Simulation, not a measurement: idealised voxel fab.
A process module follows: voxel spacer lines.
In the cross-section labelled cut, the width is 145 nm and each square cell is 5 nm.
A cross-section is a grid of square cells, given in bands from the top down. A band is one or more rows of cells. Look at the band entry: it leads with the top's height and the bottom's height in nm. Then it lists the materials left to right, with a width in nm for each. The word "full width" on a single material says that material fills the band edge to edge. The word "empty" is empty space. We count height from 0. Below that, the starting wafer is all one material. The lowest band never ends at the bottom but goes on down; see "0 -> down" for how that is written. A width such as "30..40" changes by the same amount from each row of cells to the next, from the band's top row to its bottom row. "remained the same", as given for a step, is the statement that not any cell of the cross-section underwent a change during that step. Look at "Sealed void inventory" for the closed voids: empty spaces with no open path to the top, sized 8 cells or up. Each is width x height at distance, distance from the left edge, all nm. It should be noted that, on the line of a given step, the content following the step's settings is a remark produced by the simulator itself with respect to that step. overlay nm: where the mask lay relative to plan, measured to the right, on steps with a mask; negatives go left.
# Planned step list for the process
1 RECEIVE | material Si
2 CONFORMAL_DEP | material Al2O3 | thk nm 5
3 DIRECTIONAL_DEP | material W | thk nm 15
4 DIRECTIONAL_DEP | material polySi | thk nm 20
5 PATTERN | tone cover | mask id MANDREL | material resist | width nm 15 | pitch nm 50 | thk nm 30 | overlay nm -15
6 DIRECTIONAL_ETCH | etch materials polySi | depth nm 20
7 STRIP | etch materials resist
8 CONFORMAL_DEP | material SiN | thk nm 10
9 DIRECTIONAL_ETCH | etch materials SiN | depth nm 10
10 STRIP | etch materials polySi
11 DIRECTIONAL_ETCH | etch materials W | depth nm 15
12 STRIP | etch materials SiN
13 FILL_DEP | material SiO2 | thk nm 5
14 CMP | height nm 20
Variable across wafers: step 5 overlay nm (plan value is that of the first wafer; starting state common to all).
# Received condition of the first of several wafers, sectioned: post-step 1
0 -> down  Si full width
Sealed void inventory: none
# Quick key for the table: a row per wafer, taken at the end of the module. For each material it tells you how many cells the wafer gained (+) or lost (-) since it came in, and the closed voids come after
overlay nm -15, +29 Al2O3, +63 SiO2, +24 W, Sealed void inventory: none
overlay nm -10, +29 Al2O3, +63 SiO2, +24 W, Sealed void inventory: none
overlay nm -5, +29 Al2O3, +63 SiO2, +24 W, Sealed void inventory: none
overlay nm 0, +29 Al2O3, +63 SiO2, +24 W, Sealed void inventory: none
overlay nm 5, +29 Al2O3, +63 SiO2, +24 W, Sealed void inventory: none
overlay nm 10, +29 Al2O3, +63 SiO2, +24 W, Sealed void inventory: none
overlay nm 15, +29 Al2O3, +63 SiO2, +24 W, Sealed void inventory: none
